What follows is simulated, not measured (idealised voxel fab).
process module | voxel self aligned contacts
Xsec cut, 250 nm wide, square cell size 5 nm.
In what follows, cross-sections appear as grids of square cells, described through bands that run from the top down, where every band is one or more rows of cells. Heads up on the band format: heights come first, top then bottom, in nm. After that it's the materials left to right, each with its width in nm. A single material flagged "all across" fills the whole band edge to edge, and "air" means there's empty space there. We count height from 0. Below that, the starting wafer is all one material. The lowest band never ends at the bottom but goes on down; see "0 -> down" for how that is written. Read "30->40" as a graded width: first number on top, second number at the bottom, same change between each pair of neighbouring rows. When a step is marked "stayed the same", none of the cells in the cross-section changed during that step. "Sealed void listing" - sealed voids, min. 8 cells, no opening to top; format: width x height at distance (distance from left edge; nm throughout). Anything after a step's settings on that line? It's the simulator's own note about the step. A step's line can hold "overlay nm"; with a mask on that step, the setting says how far right of the planned place the mask lay, while a negative setting says it lay to the left.

-- Process steps - plan
1 RECEIVE with material Si
2 CONFORMAL_DEP with material SiO2, thk nm 5
3 DIRECTIONAL_DEP with material polySi, thk nm 20
4 DIRECTIONAL_DEP with material SiN, thk nm 20
5 DIRECTIONAL_DEP with material aC, thk nm 15
6 PATTERN with tone cover, mask id GATE, material resist, width nm 35, pitch nm 70, thk nm 35, overlay nm 0
7 DIRECTIONAL_ETCH with etch materials aC, depth nm 15
8 STRIP with etch materials resist
9 DIRECTIONAL_ETCH with etch materials SiN, depth nm 20
10 DIRECTIONAL_ETCH with etch materials polySi, depth nm 20
11 STRIP with etch materials aC
12 CONFORMAL_DEP with material SiN, thk nm 5
13 DIRECTIONAL_ETCH with etch materials SiN, depth nm 5
14 FILL_DEP with material SiO2, thk nm 10
15 CMP with height nm 50
16 DIRECTIONAL_DEP with material aC, thk nm 15
17 PATTERN with tone open, mask id CONTACT, material resist, width nm 55, thk nm 30, overlay nm 0
18 DIRECTIONAL_ETCH with etch materials aC, depth nm 15
19 STRIP with etch materials resist
20 DIRECTIONAL_ETCH with etch materials SiO2, depth nm 50
21 STRIP with etch materials aC
22 CONFORMAL_DEP with material TiN, thk nm 5
23 FILL_DEP with material W, thk nm 10
24 CMP with height nm 50
25 CONFORMAL_DEP with material SiCN, thk nm 5

-- The cross-section here shows the wafer as received, i.e. in its state after step 1
	0 -> down = Si all across
	Sealed void listing: none

-- Cross-section at module end, one run error; start and plan unchanged from above
	55 -> 50 = SiCN all across
	50 -> 45 = 95 SiO2; 20 TiN; 20 W; 15 TiN; 100 SiO2
	45 -> 25 = 70 SiO2; 40 SiN; 5 TiN; 20 W; 5 TiN; 40 SiN; 70 SiO2
	25 -> 5 = 70 SiO2; 5 SiN; 30 polySi; 5 SiN; 5 TiN; 20 W; 5 TiN; 5 SiN; 30 polySi; 5 SiN; 70 SiO2
	5 -> 0 = 110 SiO2; 30 TiN; 110 SiO2
	0 -> down = Si all across
	Sealed void listing: none
The plan and the run diverged here: heads up, step 6 didn't go per plan, it actually ran as PATTERN with tone cover, mask id GATE, material resist, width nm 30, pitch nm 70, thk nm 35, overlay nm 0
